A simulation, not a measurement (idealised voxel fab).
A process module follows: voxel released beams.
For reference, the cross-section in this document is cut, with width 180 nm and square cells of 5 nm.
Bands, listed from the top down, are how a cross-section gets written in this document; the cross-section itself is a grid of square cells, and a band is one or more rows of them. For a band, the entry starts with two heights in nm, that of the top and then that of the bottom, and carries on with the band's materials in order from left to right, each alongside its width in nm; the word "everywhere" beside a single material means it fills the band edge to edge, and "air" means empty space. Heads up on the height convention: 0 is the point under which the incoming wafer is all one material, and the lowest band has no bottom, it just keeps going down, like "0 nm and below". Top row gets the first number, bottom row gets the second, and each row in between changes by the same step: that is how a band width like "30 to 40" works. What does "remained unchanged" mean for a step? It means no cell of the cross-section changed in that step. Entry "Trapped cavities" = empty spaces >= 8 cells with no open way to the top; each as width x height at distance, distance from left edge, all nm. It should be noted that, on the line of a given step, the content following the step's settings is a remark produced by the simulator itself with respect to that step. A step line may carry the setting "overlay nm", which, for steps involving a mask, states the distance by which the mask lay to the right of its intended position; negative values denote displacement to the left.
-- plan
- 1: op RECEIVE | material Si
- 2: op CONFORMAL_DEP | material SiN | thk nm 5
- 3: op DIRECTIONAL_DEP | material SiO2 | thk nm 10
- 4: op MASKED_ETCH | tone open | mask id ANCHOR | width nm 35 | etch materials SiO2 | depth nm 10 | overlay nm 0
- 5: op CONFORMAL_DEP | material TiN | thk nm 10
- 6: op MASKED_ETCH | tone cover | mask id BEAM | width nm 80 | etch materials TiN | depth nm 10 | overlay nm -15
- 7: op STRIP | etch materials SiO2
The plan shows the overlay nm of step 6 as the first wafer had it; this setting differs between the wafers, which start out alike.
-- Received condition of the first of several wafers, sectioned: post-step 1
  0 nm and below  Si everywhere
  Trapped cavities: none
-- Quick look at the cross-section of the first of several wafers after step 7, which wraps up the module
  25 nm to 15 nm  30 nm air  30 nm TiN  15 nm air  35 nm TiN  70 nm air
  15 nm to 5 nm  50 nm air  35 nm TiN  95 nm air
  5 nm to 0 nm  SiN everywhere
  0 nm and below  Si everywhere
  Trapped cavities: none
-- The final wafer, sectioned at module end
  25 nm to 15 nm  75 nm air  65 nm TiN  40 nm air
  15 nm to 5 nm  50 nm air  35 nm TiN  95 nm air
  5 nm to 0 nm  SiN everywhere
  0 nm and below  Si everywhere
  Trapped cavities: none
-- Here is how to read the rows: every wafer has a row, and it shows the wafer at the end of the module, giving for each material how many cells were gained (+) or lost (-) since the wafer was received, then listing its closed voids
overlay nm -15 | +36 SiN | +40 TiN | Trapped cavities: none
overlay nm -10 | +36 SiN | +40 TiN | Trapped cavities: none
overlay nm -5 | +36 SiN | +40 TiN | Trapped cavities: none
overlay nm 0 | +36 SiN | +40 TiN | Trapped cavities: none
overlay nm 5 | +36 SiN | +40 TiN | Trapped cavities: none
overlay nm 10 | +36 SiN | +40 TiN | Trapped cavities: none
overlay nm 15 | +36 SiN | +40 TiN | Trapped cavities: none
